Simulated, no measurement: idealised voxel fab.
process module | voxel self aligned vias
cross-section cut | 185 nm wide | cells 5 nm
A cross-section is a grid of square cells, given in bands from the top down. A band is one or more rows of cells.
Each band's line starts with the height of the band's top and of its bottom, in nm. Then come its materials from left to right, each with its width in nm. One material with "throughout" fills the band from edge to edge. "air" is empty space.
Height 0 is the level under which the wafer as received is all one material. The lowest band goes on downwards, as in "0 down".
A width such as "30 to 40" changes by the same amount from each row of cells to the next, from the band's top row to its bottom row.
"no change" after a step means that no cell of the cross-section changed.
closed voids: empty space of 8 cells or more with no open way to the top, each as width x height at its distance from the left edge, in nm
after a step's settings: what the simulator itself notes on the step
overlay nm, on a step with a mask: how far to the right of its planned place the mask lay; to the left if negative
plan
1 op RECEIVE | material Si
2 op CONFORMAL_DEP | material SiO2 | thk nm 15
3 op CONFORMAL_DEP | material SiCN | thk nm 5
4 op DIRECTIONAL_DEP | material SiO2 | thk nm 30
5 op DIRECTIONAL_DEP | material aC | thk nm 10
6 op PATTERN | tone open | mask id LINES | material resist | width nm 25 | pitch nm 50 | thk nm 25 | overlay nm 0
7 op DIRECTIONAL_ETCH | etch materials aC | depth nm 10
8 op STRIP | etch materials resist
9 op DIRECTIONAL_ETCH | etch materials SiO2 | depth nm 30
10 op STRIP | etch materials aC
11 op CONFORMAL_DEP | material TiN | thk nm 5
12 op FILL_DEP | material W | thk nm 5
13 op CMP | height nm 50
14 op SELECTIVE_ETCH | etch materials W Ru TiN | depth nm 5
15 op FILL_DEP | material SiN | thk nm 10
16 op CMP | height nm 50
17 op DIRECTIONAL_DEP | material SiO2 | thk nm 15
18 op MASKED_ETCH | tone open | mask id VIAS | width nm 35 | etch materials SiO2 | depth nm 15 | overlay nm 0
19 op MASKED_ETCH | tone open | mask id VIAS | width nm 35 | etch materials SiN | depth nm 5 | overlay nm 0
20 op CONFORMAL_DEP | material TiN | thk nm 5
21 op FILL_DEP | material Cu | thk nm 10
22 op CMP | height nm 65
23 op CONFORMAL_DEP | material SiCN | thk nm 5
first wafer, as planned
as received, after step 1
  0 down: Si throughout
  closed voids: none
after step 2
  15 to 0: SiO2 throughout
  below 0: unchanged
after step 3
  20 to 15: SiCN throughout
  below 15: unchanged
after step 4
  50 to 20: SiO2 throughout
  below 20: unchanged
after step 5
  60 to 50: aC throughout
  below 50: unchanged
after step 6
  85 to 60: resist 55 | air 25 | resist 25 | air 25 | resist 55
  below 60: unchanged
after step 7
  75 to 60: resist 55 | air 25 | resist 25 | air 25 | resist 55
  60 to 50: aC 55 | air 25 | aC 25 | air 25 | aC 55
  below 50: unchanged
after step 8
  60 to 50: aC 55 | air 25 | aC 25 | air 25 | aC 55
  below 50: unchanged
after step 9
  60 to 50: aC 55 | air 25 | aC 25 | air 25 | aC 55
  50 to 20: SiO2 55 | air 25 | SiO2 25 | air 25 | SiO2 55
  below 20: unchanged
after step 10
  50 to 20: SiO2 55 | air 25 | SiO2 25 | air 25 | SiO2 55
  below 20: unchanged
after step 11
  55 to 50: TiN 60 | air 15 | TiN 35 | air 15 | TiN 60
  50 to 25: SiO2 55 | TiN 5 | air 15 | TiN 5 | SiO2 25 | TiN 5 | air 15 | TiN 5 | SiO2 55
  25 to 20: SiO2 55 | TiN 25 | SiO2 25 | TiN 25 | SiO2 55
  below 20: unchanged
after step 12
  60 to 55: W throughout
  55 to 50: TiN 60 | W 15 | TiN 35 | W 15 | TiN 60
  50 to 25: SiO2 55 | TiN 5 | W 15 | TiN 5 | SiO2 25 | TiN 5 | W 15 | TiN 5 | SiO2 55
  below 25: unchanged
after step 13
  50 to 25: SiO2 55 | TiN 5 | W 15 | TiN 5 | SiO2 25 | TiN 5 | W 15 | TiN 5 | SiO2 55
  below 25: unchanged
after step 14
  50 to 45: SiO2 55 | air 25 | SiO2 25 | air 25 | SiO2 55
  below 45: unchanged
after step 15
  60 to 50: SiN throughout
  50 to 45: SiO2 55 | SiN 25 | SiO2 25 | SiN 25 | SiO2 55
  below 45: unchanged
after step 16
  50 to 45: SiO2 55 | SiN 25 | SiO2 25 | SiN 25 | SiO2 55
  below 45: unchanged
after step 17
  65 to 50: SiO2 throughout
  below 50: unchanged
after step 18
  65 to 50: SiO2 50 | air 35 | SiO2 100
  below 50: unchanged
after step 19
  65 to 50: SiO2 50 | air 35 | SiO2 100
  50 to 45: SiO2 55 | air 25 | SiO2 25 | SiN 25 | SiO2 55
  below 45: unchanged
after step 20
  70 to 65: TiN 55 | air 25 | TiN 105
  65 to 55: SiO2 50 | TiN 5 | air 25 | TiN 5 | SiO2 100
  55 to 50: SiO2 50 | TiN 10 | air 15 | TiN 10 | SiO2 100
  50 to 45: SiO2 55 | TiN 25 | SiO2 25 | SiN 25 | SiO2 55
  below 45: unchanged
after step 21
  80 to 70: Cu throughout
  70 to 65: TiN 55 | Cu 25 | TiN 105
  65 to 55: SiO2 50 | TiN 5 | Cu 25 | TiN 5 | SiO2 100
  55 to 50: SiO2 50 | TiN 10 | Cu 15 | TiN 10 | SiO2 100
  below 50: unchanged
after step 22
  65 to 55: SiO2 50 | TiN 5 | Cu 25 | TiN 5 | SiO2 100
  below 55: unchanged
after step 23
  70 to 65: SiCN throughout
  below 65: unchanged
second wafer: like start, like plan, one mistake. Through step 2 it matches the first wafer
when step 3 should have ended: no change
when step 4 should have ended
  45 to 0: SiO2 throughout
  below 0: unchanged
when step 5 should have ended
  55 to 45: aC throughout
  below 45: unchanged
when step 6 should have ended
  80 to 55: resist 55 | air 25 | resist 25 | air 25 | resist 55
  below 55: unchanged
when step 7 should have ended
  70 to 55: resist 55 | air 25 | resist 25 | air 25 | resist 55
  55 to 45: aC 55 | air 25 | aC 25 | air 25 | aC 55
  below 45: unchanged
when step 8 should have ended
  55 to 45: aC 55 | air 25 | aC 25 | air 25 | aC 55
  below 45: unchanged
when step 9 should have ended
  55 to 45: aC 55 | air 25 | aC 25 | air 25 | aC 55
  45 to 15: SiO2 55 | air 25 | SiO2 25 | air 25 | SiO2 55
  below 15: unchanged
when step 10 should have ended
  45 to 15: SiO2 55 | air 25 | SiO2 25 | air 25 | SiO2 55
  below 15: unchanged
when step 11 should have ended
  50 to 45: TiN 60 | air 15 | TiN 35 | air 15 | TiN 60
  45 to 20: SiO2 55 | TiN 5 | air 15 | TiN 5 | SiO2 25 | TiN 5 | air 15 | TiN 5 | SiO2 55
  20 to 15: SiO2 55 | TiN 25 | SiO2 25 | TiN 25 | SiO2 55
  below 15: unchanged
when step 12 should have ended
  55 to 50: W throughout
  50 to 45: TiN 60 | W 15 | TiN 35 | W 15 | TiN 60
  45 to 20: SiO2 55 | TiN 5 | W 15 | TiN 5 | SiO2 25 | TiN 5 | W 15 | TiN 5 | SiO2 55
  below 20: unchanged
when step 13 should have ended
  50 to 45: TiN 60 | W 15 | TiN 35 | W 15 | TiN 60
  below 45: unchanged
when step 14 should have ended
  45 to 20: SiO2 55 | TiN 5 | W 15 | TiN 5 | SiO2 25 | TiN 5 | W 15 | TiN 5 | SiO2 55
  below 20: unchanged
when step 15 should have ended
  55 to 45: SiN throughout
  below 45: unchanged
when step 16 should have ended
  50 to 45: SiN throughout
  below 45: unchanged
when step 17 should have ended
  65 to 50: SiO2 throughout
  below 50: unchanged
when step 18 should have ended
  65 to 50: SiO2 50 | air 35 | SiO2 100
  below 50: unchanged
when step 19 should have ended
  65 to 50: SiO2 50 | air 35 | SiO2 100
  50 to 45: SiN 50 | air 35 | SiN 100
  below 45: unchanged
when step 20 should have ended
  70 to 65: TiN 55 | air 25 | TiN 105
  65 to 50: SiO2 50 | TiN 5 | air 25 | TiN 5 | SiO2 100
  50 to 45: SiN 50 | TiN 35 | SiN 100
  below 45: unchanged
when step 21 should have ended
  80 to 70: Cu throughout
  70 to 65: TiN 55 | Cu 25 | TiN 105
  65 to 50: SiO2 50 | TiN 5 | Cu 25 | TiN 5 | SiO2 100
  below 50: unchanged
when step 22 should have ended
  65 to 50: SiO2 50 | TiN 5 | Cu 25 | TiN 5 | SiO2 100
  below 50: unchanged
when step 23 should have ended
  70 to 65: SiCN throughout
  below 65: unchanged
what went wrong: step 3 was left out
at the end the second wafer has, in cells: 2 more of Cu | 37 fewer of SiCN | 25 more of SiN | 4 more of TiN | 6 more of W
